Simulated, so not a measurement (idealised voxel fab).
Process module name: voxel self aligned contacts
Cross-sectional view cut (width: 270 nm; square cell size: 5 nm).
Notation: cross-section as square-cell grid; stated in bands, top first, going down; one or more cell rows per band. Within each band entry, the heights of the top and of the bottom of the band appear first, in that order and in nm; the materials of the band then follow from left to right, each with its corresponding width in nm. The designation "edge to edge" on a single material indicates that it fills the band from edge to edge; the designation "air" indicates empty space. Zero point of the height axis is 0; under it, received wafer = one material. Lowest band: continues down indefinitely, "top 0, no bottom". It should be noted that a width expressed as "30..40" varies in equal increments from row to row of cells within the band, taking the value of the first number at the top row and that of the second number at the bottom row. The designation "everything unchanged", where it is given for a processing step, indicates that no cell of the cross-section was altered in the course of that step. The list in "Sealed internal cavities" covers empty spaces of 8 cells or more that cannot reach the top through any open way, and it gives each as width x height at distance; the distance is from the left edge, and width, height and distance are in nm. Note: text after step settings on the step line = simulator remark on that step. What "overlay nm" on a step's line means: if the step has a mask, that mask lay this far to the right of its planned place, or, when the value is negative, to the left. Reading guide: pairs of cross-sections, before and after one process step; after view cut off at lowest changed band; step and settings listed under each pair. Pairs may stem from different runs of this module on the same starting wafer; continuity with the pair above only where the "Pre-step condition" entry states it.

Pre-step condition
top 0, no bottom | Si edge to edge
Sealed internal cavities: none

Resultant Cross-Section
top 5, bottom 0 | SiO2 edge to edge
Below 0, no change.
Sealed internal cavities: none
What step was run between the cross-section before it and the cross-section after it, both above? CONFORMAL_DEP: material SiO2, thk nm 5

Pre-step condition: we pick up right where the pair above leaves off, with its after cross-section.

Resultant Cross-Section
top 30, bottom 5 | polySi edge to edge
Below 5, no change.
Sealed internal cavities: none
What step was run between the cross-section before it and the cross-section after it, both above? DIRECTIONAL_DEP: material polySi, thk nm 25

Pre-step condition: we pick up right where the pair above leaves off, with its after cross-section.

Resultant Cross-Section
top 55, bottom 30 | SiN edge to edge
Below 30, no change.
Sealed internal cavities: none
What step was run between the cross-section before it and the cross-section after it, both above? DIRECTIONAL_DEP: material SiN, thk nm 25

Pre-step condition: we pick up right where the pair above leaves off, with its after cross-section.

Resultant Cross-Section
top 65, bottom 55 | aC edge to edge
Below 55, no change.
Sealed internal cavities: none
What step was run between the cross-section before it and the cross-section after it, both above? DIRECTIONAL_DEP: material aC, thk nm 10

Pre-step condition: we pick up right where the pair above leaves off, with its after cross-section.

Resultant Cross-Section
top 90, bottom 65 | air (80), resist (30), air (45), resist (30), air (85)
Below 65, no change.
Sealed internal cavities: none
What step was run between the cross-section before it and the cross-section after it, both above? PATTERN: tone cover, mask id GATE, material resist, width nm 30, pitch nm 75, thk nm 25, overlay nm 0

Pre-step condition: we pick up right where the pair above leaves off, with its after cross-section.

Resultant Cross-Section
top 80, bottom 65 | air (80), resist (30), air (45), resist (30), air (85)
top 65, bottom 55 | air (80), aC (30), air (45), aC (30), air (85)
Below 55, no change.
Sealed internal cavities: none
What step was run between the cross-section before it and the cross-section after it, both above? DIRECTIONAL_ETCH: etch materials aC, depth nm 10

Pre-step condition: we pick up right where the pair above leaves off, with its after cross-section.

Resultant Cross-Section
top 65, bottom 55 | air (80), aC (30), air (45), aC (30), air (85)
Below 55, no change.
Sealed internal cavities: none
What step was run between the cross-section before it and the cross-section after it, both above? STRIP: etch materials resist

Pre-step condition: we pick up right where the pair above leaves off, with its after cross-section.

Resultant Cross-Section
top 65, bottom 55 | air (80), aC (30), air (45), aC (30), air (85)
top 55, bottom 30 | air (80), SiN (30), air (45), SiN (30), air (85)
Below 30, no change.
Sealed internal cavities: none
What step was run between the cross-section before it and the cross-section after it, both above? DIRECTIONAL_ETCH: etch materials SiN, depth nm 25

Pre-step condition: we pick up right where the pair above leaves off, with its after cross-section.

Resultant Cross-Section
top 65, bottom 55 | air (80), aC (30), air (45), aC (30), air (85)
top 55, bottom 30 | air (80), SiN (30), air (45), SiN (30), air (85)
top 30, bottom 5 | air (80), polySi (30), air (45), polySi (30), air (85)
Below 5, no change.
Sealed internal cavities: none
What step was run between the cross-section before it and the cross-section after it, both above? DIRECTIONAL_ETCH: etch materials polySi, depth nm 25

Pre-step condition: we pick up right where the pair above leaves off, with its after cross-section.

Resultant Cross-Section
top 55, bottom 30 | air (80), SiN (30), air (45), SiN (30), air (85)
Below 30, no change.
Sealed internal cavities: none
What step was run between the cross-section before it and the cross-section after it, both above? STRIP: etch materials aC

Pre-step condition: we pick up right where the pair above leaves off, with its after cross-section.

Resultant Cross-Section
top 65, bottom 30 | air (70), SiN (50), air (25), SiN (50), air (75)
top 30, bottom 15 | air (70), SiN (10), polySi (30), SiN (10), air (25), SiN (10), polySi (30), SiN (10), air (75)
top 15, bottom 5 | SiN (80), polySi (30), SiN (45), polySi (30), SiN (85)
Below 5, no change.
Sealed internal cavities: none
What step was run between the cross-section before it and the cross-section after it, both above? CONFORMAL_DEP: material SiN, thk nm 10

Pre-step condition: we pick up right where the pair above leaves off, with its after cross-section.

Resultant Cross-Section
top 55, bottom 30 | air (70), SiN (50), air (25), SiN (50), air (75)
top 30, bottom 5 | air (70), SiN (10), polySi (30), SiN (10), air (25), SiN (10), polySi (30), SiN (10), air (75)
Below 5, no change.
Sealed internal cavities: none
What step was run between the cross-section before it and the cross-section after it, both above? DIRECTIONAL_ETCH: etch materials SiN, depth nm 10

Pre-step condition: we pick up right where the pair above leaves off, with its after cross-section.

Resultant Cross-Section
top 65, bottom 55 | SiO2 edge to edge
top 55, bottom 30 | SiO2 (70), SiN (50), SiO2 (25), SiN (50), SiO2 (75)
top 30, bottom 5 | SiO2 (70), SiN (10), polySi (30), SiN (10), SiO2 (25), SiN (10), polySi (30), SiN (10), SiO2 (75)
Below 5, no change.
Sealed internal cavities: none
What step was run between the cross-section before it and the cross-section after it, both above? FILL_DEP: material SiO2, thk nm 10

Pre-step condition: we pick up right where the pair above leaves off, with its after cross-section.

Resultant Cross-Section
top 60, bottom 55 | SiO2 edge to edge
Below 55, no change.
Sealed internal cavities: none
What step was run between the cross-section before it and the cross-section after it, both above? CMP: height nm 60

Pre-step condition: we pick up right where the pair above leaves off, with its after cross-section.

Resultant Cross-Section
top 70, bottom 60 | aC edge to edge
Below 60, no change.
Sealed internal cavities: none
What step was run between the cross-section before it and the cross-section after it, both above? DIRECTIONAL_DEP: material aC, thk nm 10

Pre-step condition: we pick up right where the pair above leaves off, with its after cross-section.

Resultant Cross-Section
top 100, bottom 70 | resist (105), air (55), resist (110)
Below 70, no change.
Sealed internal cavities: none
What step was run between the cross-section before it and the cross-section after it, both above? PATTERN: tone open, mask id CONTACT, material resist, width nm 55, thk nm 30, overlay nm 0

Pre-step condition: we pick up right where the pair above leaves off, with its after cross-section.

Resultant Cross-Section
top 90, bottom 70 | resist (105), air (55), resist (110)
top 70, bottom 60 | aC (105), air (55), aC (110)
Below 60, no change.
Sealed internal cavities: none
What step was run between the cross-section before it and the cross-section after it, both above? DIRECTIONAL_ETCH: etch materials aC, depth nm 10

Pre-step condition: we pick up right where the pair above leaves off, with its after cross-section.

Resultant Cross-Section
top 70, bottom 60 | aC (105), air (55), aC (110)
Below 60, no change.
Sealed internal cavities: none
What step was run between the cross-section before it and the cross-section after it, both above? STRIP: etch materials resist

Pre-step condition: we pick up right where the pair above leaves off, with its after cross-section.

Resultant Cross-Section
top 70, bottom 60 | aC (105), air (55), aC (110)
top 60, bottom 55 | SiO2 (105), air (55), SiO2 (110)
top 55, bottom 30 | SiO2 (70), SiN (50), air (25), SiN (50), SiO2 (75)
top 30, bottom 5 | SiO2 (70), SiN (10), polySi (30), SiN (10), air (25), SiN (10), polySi (30), SiN (10), SiO2 (75)
top 5, bottom 0 | SiO2 (120), air (25), SiO2 (125)
Below 0, no change.
Sealed internal cavities: none
What step was run between the cross-section before it and the cross-section after it, both above? DIRECTIONAL_ETCH: etch materials SiO2, depth nm 60

Pre-step condition: we pick up right where the pair above leaves off, with its after cross-section.

Resultant Cross-Section
top 60, bottom 55 | SiO2 (105), air (55), SiO2 (110)
Below 55, no change.
Sealed internal cavities: none
What step was run between the cross-section before it and the cross-section after it, both above? STRIP: etch materials aC

Pre-step condition: we pick up right where the pair above leaves off, with its after cross-section.

Resultant Cross-Section
top 65, bottom 60 | TiN (110), air (45), TiN (115)
top 60, bottom 55 | SiO2 (105), TiN (20), air (15), TiN (20), SiO2 (110)
top 55, bottom 30 | SiO2 (70), SiN (50), TiN (5), air (15), TiN (5), SiN (50), SiO2 (75)
top 30, bottom 5 | SiO2 (70), SiN (10), polySi (30), SiN (10), TiN (5), air (15), TiN (5), SiN (10), polySi (30), SiN (10), SiO2 (75)
top 5, bottom 0 | SiO2 (120), TiN (25), SiO2 (125)
Below 0, no change.
Sealed internal cavities: none
What step was run between the cross-section before it and the cross-section after it, both above? CONFORMAL_DEP: material TiN, thk nm 5

Pre-step condition: we pick up right where the pair above leaves off, with its after cross-section.

Resultant Cross-Section
top 70, bottom 65 | W edge to edge
top 65, bottom 60 | TiN (110), W (45), TiN (115)
top 60, bottom 55 | SiO2 (105), TiN (20), W (15), TiN (20), SiO2 (110)
top 55, bottom 30 | SiO2 (70), SiN (50), TiN (5), W (15), TiN (5), SiN (50), SiO2 (75)
top 30, bottom 5 | SiO2 (70), SiN (10), polySi (30), SiN (10), TiN (5), W (15), TiN (5), SiN (10), polySi (30), SiN (10), SiO2 (75)
Below 5, no change.
Sealed internal cavities: none
What step was run between the cross-section before it and the cross-section after it, both above? FILL_DEP: material W, thk nm 5

Pre-step condition: we pick up right where the pair above leaves off, with its after cross-section.

Resultant Cross-Section
top 60, bottom 55 | SiO2 (105), TiN (20), W (15), TiN (20), SiO2 (110)
Below 55, no change.
Sealed internal cavities: none
What step was run between the cross-section before it and the cross-section after it, both above? CMP: height nm 60

Pre-step condition: we pick up right where the pair above leaves off, with its after cross-section.

Resultant Cross-Section
top 65, bottom 60 | SiCN edge to edge
Below 60, no change.
Sealed internal cavities: none
What step was run between the cross-section before it and the cross-section after it, both above? CONFORMAL_DEP: material SiCN, thk nm 5

Pre-step condition
top 0, no bottom | Si edge to edge
Sealed internal cavities: none

Resultant Cross-Section
top 25, bottom 0 | polySi edge to edge
Below 0, no change.
Sealed internal cavities: none
What step was run between the cross-section before it and the cross-section after it, both above? DIRECTIONAL_DEP: material polySi, thk nm 25

Pre-step condition: we pick up right where the pair above leaves off, with its after cross-section.

Resultant Cross-Section
top 50, bottom 25 | SiN edge to edge
Below 25, no change.
Sealed internal cavities: none
What step was run between the cross-section before it and the cross-section after it, both above? DIRECTIONAL_DEP: material SiN, thk nm 25

Pre-step condition: we pick up right where the pair above leaves off, with its after cross-section.

Resultant Cross-Section
top 60, bottom 50 | aC edge to edge
Below 50, no change.
Sealed internal cavities: none
What step was run between the cross-section before it and the cross-section after it, both above? DIRECTIONAL_DEP: material aC, thk nm 10

Pre-step condition: we pick up right where the pair above leaves off, with its after cross-section.

Resultant Cross-Section
top 85, bottom 60 | air (80), resist (30), air (45), resist (30), air (85)
Below 60, no change.
Sealed internal cavities: none
What step was run between the cross-section before it and the cross-section after it, both above? PATTERN: tone cover, mask id GATE, material resist, width nm 30, pitch nm 75, thk nm 25, overlay nm 0

Pre-step condition: we pick up right where the pair above leaves off, with its after cross-section.

Resultant Cross-Section
top 75, bottom 60 | air (80), resist (30), air (45), resist (30), air (85)
top 60, bottom 50 | air (80), aC (30), air (45), aC (30), air (85)
Below 50, no change.
Sealed internal cavities: none
What step was run between the cross-section before it and the cross-section after it, both above? DIRECTIONAL_ETCH: etch materials aC, depth nm 10

Pre-step condition: we pick up right where the pair above leaves off, with its after cross-section.

Resultant Cross-Section
top 60, bottom 50 | air (80), aC (30), air (45), aC (30), air (85)
Below 50, no change.
Sealed internal cavities: none
What step was run between the cross-section before it and the cross-section after it, both above? STRIP: etch materials resist

Pre-step condition: we pick up right where the pair above leaves off, with its after cross-section.

Resultant Cross-Section
top 60, bottom 50 | air (80), aC (30), air (45), aC (30), air (85)
top 50, bottom 25 | air (80), SiN (30), air (45), SiN (30), air (85)
Below 25, no change.
Sealed internal cavities: none
What step was run between the cross-section before it and the cross-section after it, both above? DIRECTIONAL_ETCH: etch materials SiN, depth nm 25

Pre-step condition: we pick up right where the pair above leaves off, with its after cross-section.

Resultant Cross-Section
top 60, bottom 50 | air (80), aC (30), air (45), aC (30), air (85)
top 50, bottom 25 | air (80), SiN (30), air (45), SiN (30), air (85)
top 25, bottom 0 | air (80), polySi (30), air (45), polySi (30), air (85)
Below 0, no change.
Sealed internal cavities: none
What step was run between the cross-section before it and the cross-section after it, both above? DIRECTIONAL_ETCH: etch materials polySi, depth nm 25

Pre-step condition: we pick up right where the pair above leaves off, with its after cross-section.

Resultant Cross-Section
top 50, bottom 25 | air (80), SiN (30), air (45), SiN (30), air (85)
Below 25, no change.
Sealed internal cavities: none
What step was run between the cross-section before it and the cross-section after it, both above? STRIP: etch materials aC

Pre-step condition: we pick up right where the pair above leaves off, with its after cross-section.

Resultant Cross-Section
top 60, bottom 25 | air (70), SiN (50), air (25), SiN (50), air (75)
top 25, bottom 10 | air (70), SiN (10), polySi (30), SiN (10), air (25), SiN (10), polySi (30), SiN (10), air (75)
top 10, bottom 0 | SiN (80), polySi (30), SiN (45), polySi (30), SiN (85)
Below 0, no change.
Sealed internal cavities: none
What step was run between the cross-section before it and the cross-section after it, both above? CONFORMAL_DEP: material SiN, thk nm 10

Pre-step condition: we pick up right where the pair above leaves off, with its after cross-section.

Resultant Cross-Section
top 50, bottom 25 | air (70), SiN (50), air (25), SiN (50), air (75)
top 25, bottom 0 | air (70), SiN (10), polySi (30), SiN (10), air (25), SiN (10), polySi (30), SiN (10), air (75)
Below 0, no change.
Sealed internal cavities: none
What step was run between the cross-section before it and the cross-section after it, both above? DIRECTIONAL_ETCH: etch materials SiN, depth nm 10

Pre-step condition: we pick up right where the pair above leaves off, with its after cross-section.

Resultant Cross-Section
top 60, bottom 50 | SiO2 edge to edge
top 50, bottom 25 | SiO2 (70), SiN (50), SiO2 (25), SiN (50), SiO2 (75)
top 25, bottom 0 | SiO2 (70), SiN (10), polySi (30), SiN (10), SiO2 (25), SiN (10), polySi (30), SiN (10), SiO2 (75)
Below 0, no change.
Sealed internal cavities: none
What step was run between the cross-section before it and the cross-section after it, both above? FILL_DEP: material SiO2, thk nm 10

Pre-step condition: we pick up right where the pair above leaves off, with its after cross-section.

Resultant Cross-Section
top 70, bottom 60 | aC edge to edge
Below 60, no change.
Sealed internal cavities: none
What step was run between the cross-section before it and the cross-section after it, both above? DIRECTIONAL_DEP: material aC, thk nm 10

Pre-step condition: we pick up right where the pair above leaves off, with its after cross-section.

Resultant Cross-Section
top 100, bottom 70 | resist (105), air (55), resist (110)
Below 70, no change.
Sealed internal cavities: none
What step was run between the cross-section before it and the cross-section after it, both above? PATTERN: tone open, mask id CONTACT, material resist, width nm 55, thk nm 30, overlay nm 0

Pre-step condition: we pick up right where the pair above leaves off, with its after cross-section.

Resultant Cross-Section
top 90, bottom 70 | resist (105), air (55), resist (110)
top 70, bottom 60 | aC (105), air (55), aC (110)
Below 60, no change.
Sealed internal cavities: none
What step was run between the cross-section before it and the cross-section after it, both above? DIRECTIONAL_ETCH: etch materials aC, depth nm 10

Pre-step condition: we pick up right where the pair above leaves off, with its after cross-section.

Resultant Cross-Section
top 70, bottom 60 | aC (105), air (55), aC (110)
Below 60, no change.
Sealed internal cavities: none
What step was run between the cross-section before it and the cross-section after it, both above? STRIP: etch materials resist

Pre-step condition: we pick up right where the pair above leaves off, with its after cross-section.

Resultant Cross-Section
top 70, bottom 60 | aC (105), air (55), aC (110)
top 60, bottom 50 | SiO2 (105), air (55), SiO2 (110)
top 50, bottom 25 | SiO2 (70), SiN (50), air (25), SiN (50), SiO2 (75)
top 25, bottom 0 | SiO2 (70), SiN (10), polySi (30), SiN (10), air (25), SiN (10), polySi (30), SiN (10), SiO2 (75)
Below 0, no change.
Sealed internal cavities: none
What step was run between the cross-section before it and the cross-section after it, both above? DIRECTIONAL_ETCH: etch materials SiO2, depth nm 60

Pre-step condition: we pick up right where the pair above leaves off, with its after cross-section.

Resultant Cross-Section
top 60, bottom 50 | SiO2 (105), air (55), SiO2 (110)
Below 50, no change.
Sealed internal cavities: none
What step was run between the cross-section before it and the cross-section after it, both above? STRIP: etch materials aC

Pre-step condition: we pick up right where the pair above leaves off, with its after cross-section.

Resultant Cross-Section
top 65, bottom 60 | TiN (110), air (45), TiN (115)
top 60, bottom 50 | SiO2 (105), TiN (5..20), air (45..15), TiN (5..20), SiO2 (110)
top 50, bottom 25 | SiO2 (70), SiN (50), TiN (5), air (15), TiN (5), SiN (50), SiO2 (75)
top 25, bottom 5 | SiO2 (70), SiN (10), polySi (30), SiN (10), TiN (5), air (15), TiN (5), SiN (10), polySi (30), SiN (10), SiO2 (75)
top 5, bottom 0 | SiO2 (70), SiN (10), polySi (30), SiN (10), TiN (25), SiN (10), polySi (30), SiN (10), SiO2 (75)
Below 0, no change.
Sealed internal cavities: none
What step was run between the cross-section before it and the cross-section after it, both above? CONFORMAL_DEP: material TiN, thk nm 5

Pre-step condition: we pick up right where the pair above leaves off, with its after cross-section.

Resultant Cross-Section
top 70, bottom 65 | W edge to edge
top 65, bottom 60 | TiN (110), W (45), TiN (115)
top 60, bottom 50 | SiO2 (105), TiN (5..20), W (45..15), TiN (5..20), SiO2 (110)
top 50, bottom 25 | SiO2 (70), SiN (50), TiN (5), W (15), TiN (5), SiN (50), SiO2 (75)
top 25, bottom 5 | SiO2 (70), SiN (10), polySi (30), SiN (10), TiN (5), W (15), TiN (5), SiN (10), polySi (30), SiN (10), SiO2 (75)
Below 5, no change.
Sealed internal cavities: none
What step was run between the cross-section before it and the cross-section after it, both above? FILL_DEP: material W, thk nm 5

Pre-step condition: we pick up right where the pair above leaves off, with its after cross-section.

Resultant Cross-Section
top 60, bottom 50 | SiO2 (105), TiN (5..20), W (45..15), TiN (5..20), SiO2 (110)
Below 50, no change.
Sealed internal cavities: none
What step was run between the cross-section before it and the cross-section after it, both above? CMP: height nm 60

Pre-step condition: we pick up right where the pair above leaves off, with its after cross-section.

Resultant Cross-Section
top 65, bottom 60 | SiCN edge to edge
Below 60, no change.
Sealed internal cavities: none
What step was run between the cross-section before it and the cross-section after it, both above? CONFORMAL_DEP: material SiCN, thk nm 5

Pre-step condition
top 55, bottom 30 | SiN edge to edge
top 30, bottom 5 | polySi edge to edge
top 5, bottom 0 | SiO2 edge to edge
top 0, no bottom | Si edge to edge
Sealed internal cavities: none

Resultant Cross-Section
top 80, bottom 30 | SiN edge to edge
Below 30, no change.
Sealed internal cavities: none
What step was run between the cross-section before it and the cross-section after it, both above? DIRECTIONAL_DEP: material SiN, thk nm 25

Pre-step condition: we pick up right where the pair above leaves off, with its after cross-section.

Resultant Cross-Section
top 90, bottom 80 | aC edge to edge
Below 80, no change.
Sealed internal cavities: none
What step was run between the cross-section before it and the cross-section after it, both above? DIRECTIONAL_DEP: material aC, thk nm 10

Pre-step condition: we pick up right where the pair above leaves off, with its after cross-section.

Resultant Cross-Section
top 115, bottom 90 | air (80), resist (30), air (45), resist (30), air (85)
Below 90, no change.
Sealed internal cavities: none
What step was run between the cross-section before it and the cross-section after it, both above? PATTERN: tone cover, mask id GATE, material resist, width nm 30, pitch nm 75, thk nm 25, overlay nm 0

Pre-step condition: we pick up right where the pair above leaves off, with its after cross-section.

Resultant Cross-Section
top 105, bottom 90 | air (80), resist (30), air (45), resist (30), air (85)
top 90, bottom 80 | air (80), aC (30), air (45), aC (30), air (85)
Below 80, no change.
Sealed internal cavities: none
What step was run between the cross-section before it and the cross-section after it, both above? DIRECTIONAL_ETCH: etch materials aC, depth nm 10

Pre-step condition: we pick up right where the pair above leaves off, with its after cross-section.

Resultant Cross-Section
top 90, bottom 80 | air (80), aC (30), air (45), aC (30), air (85)
Below 80, no change.
Sealed internal cavities: none
What step was run between the cross-section before it and the cross-section after it, both above? STRIP: etch materials resist

Pre-step condition: we pick up right where the pair above leaves off, with its after cross-section.

Resultant Cross-Section
top 90, bottom 80 | air (80), aC (30), air (45), aC (30), air (85)
top 80, bottom 55 | air (80), SiN (30), air (45), SiN (30), air (85)
Below 55, no change.
Sealed internal cavities: none
What step was run between the cross-section before it and the cross-section after it, both above? DIRECTIONAL_ETCH: etch materials SiN, depth nm 25

Pre-step condition: we pick up right where the pair above leaves off, with its after cross-section.

Resultant Cross-Section
top 80, bottom 55 | air (80), SiN (30), air (45), SiN (30), air (85)
Below 55, no change.
Sealed internal cavities: none
What step was run between the cross-section before it and the cross-section after it, both above? STRIP: etch materials aC

Pre-step condition: we pick up right where the pair above leaves off, with its after cross-section.

Resultant Cross-Section
top 90, bottom 65 | air (70), SiN (50), air (25), SiN (50), air (75)
top 65, bottom 30 | SiN edge to edge
Below 30, no change.
Sealed internal cavities: none
What step was run between the cross-section before it and the cross-section after it, both above? CONFORMAL_DEP: material SiN, thk nm 10

Pre-step condition: we pick up right where the pair above leaves off, with its after cross-section.

Resultant Cross-Section
top 80, bottom 55 | air (70), SiN (50), air (25), SiN (50), air (75)
Below 55, no change.
Sealed internal cavities: none
What step was run between the cross-section before it and the cross-section after it, both above? DIRECTIONAL_ETCH: etch materials SiN, depth nm 10

Pre-step condition: we pick up right where the pair above leaves off, with its after cross-section.

Resultant Cross-Section
top 90, bottom 80 | SiO2 edge to edge
top 80, bottom 55 | SiO2 (70), SiN (50), SiO2 (25), SiN (50), SiO2 (75)
Below 55, no change.
Sealed internal cavities: none
What step was run between the cross-section before it and the cross-section after it, both above? FILL_DEP: material SiO2, thk nm 10

Pre-step condition: we pick up right where the pair above leaves off, with its after cross-section.

Resultant Cross-Section
top 60, bottom 55 | SiO2 (70), SiN (50), SiO2 (25), SiN (50), SiO2 (75)
Below 55, no change.
Sealed internal cavities: none
What step was run between the cross-section before it and the cross-section after it, both above? CMP: height nm 60

Pre-step condition: we pick up right where the pair above leaves off, with its after cross-section.

Resultant Cross-Section
top 70, bottom 60 | aC edge to edge
Below 60, no change.
Sealed internal cavities: none
What step was run between the cross-section before it and the cross-section after it, both above? DIRECTIONAL_DEP: material aC, thk nm 10

Pre-step condition: we pick up right where the pair above leaves off, with its after cross-section.

Resultant Cross-Section
top 100, bottom 70 | resist (105), air (55), resist (110)
Below 70, no change.
Sealed internal cavities: none
What step was run between the cross-section before it and the cross-section after it, both above? PATTERN: tone open, mask id CONTACT, material resist, width nm 55, thk nm 30, overlay nm 0

Pre-step condition: we pick up right where the pair above leaves off, with its after cross-section.

Resultant Cross-Section
top 90, bottom 70 | resist (105), air (55), resist (110)
top 70, bottom 60 | aC (105), air (55), aC (110)
Below 60, no change.
Sealed internal cavities: none
What step was run between the cross-section before it and the cross-section after it, both above? DIRECTIONAL_ETCH: etch materials aC, depth nm 10

Pre-step condition: we pick up right where the pair above leaves off, with its after cross-section.

Resultant Cross-Section
top 70, bottom 60 | aC (105), air (55), aC (110)
Below 60, no change.
Sealed internal cavities: none
What step was run between the cross-section before it and the cross-section after it, both above? STRIP: etch materials resist

Pre-step condition: we pick up right where the pair above leaves off, with its after cross-section.

Resultant Cross-Section
top 70, bottom 60 | aC (105), air (55), aC (110)
top 60, bottom 55 | SiO2 (70), SiN (50), air (25), SiN (50), SiO2 (75)
Below 55, no change.
Sealed internal cavities: none
What step was run between the cross-section before it and the cross-section after it, both above? DIRECTIONAL_ETCH: etch materials SiO2, depth nm 60

Pre-step condition: we pick up right where the pair above leaves off, with its after cross-section.

Resultant Cross-Section
top 60, bottom 55 | SiO2 (70), SiN (50), air (25), SiN (50), SiO2 (75)
Below 55, no change.
Sealed internal cavities: none
What step was run between the cross-section before it and the cross-section after it, both above? STRIP: etch materials aC

Pre-step condition: we pick up right where the pair above leaves off, with its after cross-section.

Resultant Cross-Section
top 65, bottom 60 | TiN (125), air (15), TiN (130)
top 60, bottom 55 | SiO2 (70), SiN (50), TiN (25), SiN (50), SiO2 (75)
Below 55, no change.
Sealed internal cavities: none
What step was run between the cross-section before it and the cross-section after it, both above? CONFORMAL_DEP: material TiN, thk nm 5

Pre-step condition: we pick up right where the pair above leaves off, with its after cross-section.

Resultant Cross-Section
top 70, bottom 65 | W edge to edge
top 65, bottom 60 | TiN (125), W (15), TiN (130)
Below 60, no change.
Sealed internal cavities: none
What step was run between the cross-section before it and the cross-section after it, both above? FILL_DEP: material W, thk nm 5

Pre-step condition: we pick up right where the pair above leaves off, with its after cross-section.

Resultant Cross-Section
top 60, bottom 55 | SiO2 (70), SiN (50), TiN (25), SiN (50), SiO2 (75)
Below 55, no change.
Sealed internal cavities: none
What step was run between the cross-section before it and the cross-section after it, both above? CMP: height nm 60

Pre-step condition: we pick up right where the pair above leaves off, with its after cross-section.

Resultant Cross-Section
top 65, bottom 60 | SiCN edge to edge
Below 60, no change.
Sealed internal cavities: none
What step was run between the cross-section before it and the cross-section after it, both above? CONFORMAL_DEP: material SiCN, thk nm 5

Pre-step condition
top 55, bottom 30 | air (80), SiN (30), air (45), SiN (30), air (85)
top 30, bottom 5 | air (80), polySi (30), air (45), polySi (30), air (85)
top 5, bottom 0 | SiO2 edge to edge
top 0, no bottom | Si edge to edge
Sealed internal cavities: none

Resultant Cross-Section
top 45, bottom 30 | air (80), SiN (30), air (45), SiN (30), air (85)
Below 30, no change.
Sealed internal cavities: none
What step was run between the cross-section before it and the cross-section after it, both above? DIRECTIONAL_ETCH: etch materials SiN, depth nm 10

Pre-step condition: we pick up right where the pair above leaves off, with its after cross-section.

Resultant Cross-Section
top 55, bottom 30 | air (70), SiN (50), air (25), SiN (50), air (75)
top 30, bottom 15 | air (70), SiN (10), polySi (30), SiN (10), air (25), SiN (10), polySi (30), SiN (10), air (75)
top 15, bottom 5 | SiN (80), polySi (30), SiN (45), polySi (30), SiN (85)
Below 5, no change.
Sealed internal cavities: none
What step was run between the cross-section before it and the cross-section after it, both above? CONFORMAL_DEP: material SiN, thk nm 10

Pre-step condition: we pick up right where the pair above leaves off, with its after cross-section.

Resultant Cross-Section
top 65, bottom 55 | SiO2 edge to edge
top 55, bottom 30 | SiO2 (70), SiN (50), SiO2 (25), SiN (50), SiO2 (75)
top 30, bottom 15 | SiO2 (70), SiN (10), polySi (30), SiN (10), SiO2 (25), SiN (10), polySi (30), SiN (10), SiO2 (75)
Below 15, no change.
Sealed internal cavities: none
What step was run between the cross-section before it and the cross-section after it, both above? FILL_DEP: material SiO2, thk nm 10

Pre-step condition: we pick up right where the pair above leaves off, with its after cross-section.

Resultant Cross-Section
top 60, bottom 55 | SiO2 edge to edge
Below 55, no change.
Sealed internal cavities: none
What step was run between the cross-section before it and the cross-section after it, both above? CMP: height nm 60

Pre-step condition: we pick up right where the pair above leaves off, with its after cross-section.

Resultant Cross-Section
top 70, bottom 60 | aC edge to edge
Below 60, no change.
Sealed internal cavities: none
What step was run between the cross-section before it and the cross-section after it, both above? DIRECTIONAL_DEP: material aC, thk nm 10

Pre-step condition: we pick up right where the pair above leaves off, with its after cross-section.

Resultant Cross-Section
top 100, bottom 70 | resist (105), air (55), resist (110)
Below 70, no change.
Sealed internal cavities: none
What step was run between the cross-section before it and the cross-section after it, both above? PATTERN: tone open, mask id CONTACT, material resist, width nm 55, thk nm 30, overlay nm 0

Pre-step condition: we pick up right where the pair above leaves off, with its after cross-section.

Resultant Cross-Section
top 90, bottom 70 | resist (105), air (55), resist (110)
top 70, bottom 60 | aC (105), air (55), aC (110)
Below 60, no change.
Sealed internal cavities: none
What step was run between the cross-section before it and the cross-section after it, both above? DIRECTIONAL_ETCH: etch materials aC, depth nm 10

Pre-step condition: we pick up right where the pair above leaves off, with its after cross-section.

Resultant Cross-Section
top 70, bottom 60 | aC (105), air (55), aC (110)
Below 60, no change.
Sealed internal cavities: none
What step was run between the cross-section before it and the cross-section after it, both above? STRIP: etch materials resist

Pre-step condition: we pick up right where the pair above leaves off, with its after cross-section.

Resultant Cross-Section
top 70, bottom 60 | aC (105), air (55), aC (110)
top 60, bottom 55 | SiO2 (105), air (55), SiO2 (110)
top 55, bottom 30 | SiO2 (70), SiN (50), air (25), SiN (50), SiO2 (75)
top 30, bottom 15 | SiO2 (70), SiN (10), polySi (30), SiN (10), air (25), SiN (10), polySi (30), SiN (10), SiO2 (75)
Below 15, no change.
Sealed internal cavities: none
What step was run between the cross-section before it and the cross-section after it, both above? DIRECTIONAL_ETCH: etch materials SiO2, depth nm 60

Pre-step condition: we pick up right where the pair above leaves off, with its after cross-section.

Resultant Cross-Section
top 60, bottom 55 | SiO2 (105), air (55), SiO2 (110)
Below 55, no change.
Sealed internal cavities: none
What step was run between the cross-section before it and the cross-section after it, both above? STRIP: etch materials aC

Pre-step condition: we pick up right where the pair above leaves off, with its after cross-section.

Resultant Cross-Section
top 65, bottom 60 | TiN (110), air (45), TiN (115)
top 60, bottom 55 | SiO2 (105), TiN (20), air (15), TiN (20), SiO2 (110)
top 55, bottom 30 | SiO2 (70), SiN (50), TiN (5), air (15), TiN (5), SiN (50), SiO2 (75)
top 30, bottom 20 | SiO2 (70), SiN (10), polySi (30), SiN (10), TiN (5), air (15), TiN (5), SiN (10), polySi (30), SiN (10), SiO2 (75)
top 20, bottom 15 | SiO2 (70), SiN (10), polySi (30), SiN (10), TiN (25), SiN (10), polySi (30), SiN (10), SiO2 (75)
Below 15, no change.
Sealed internal cavities: none
What step was run between the cross-section before it and the cross-section after it, both above? CONFORMAL_DEP: material TiN, thk nm 5

Pre-step condition: we pick up right where the pair above leaves off, with its after cross-section.

Resultant Cross-Section
top 70, bottom 65 | W edge to edge
top 65, bottom 60 | TiN (110), W (45), TiN (115)
top 60, bottom 55 | SiO2 (105), TiN (20), W (15), TiN (20), SiO2 (110)
top 55, bottom 30 | SiO2 (70), SiN (50), TiN (5), W (15), TiN (5), SiN (50), SiO2 (75)
top 30, bottom 20 | SiO2 (70), SiN (10), polySi (30), SiN (10), TiN (5), W (15), TiN (5), SiN (10), polySi (30), SiN (10), SiO2 (75)
Below 20, no change.
Sealed internal cavities: none
What step was run between the cross-section before it and the cross-section after it, both above? FILL_DEP: material W, thk nm 5
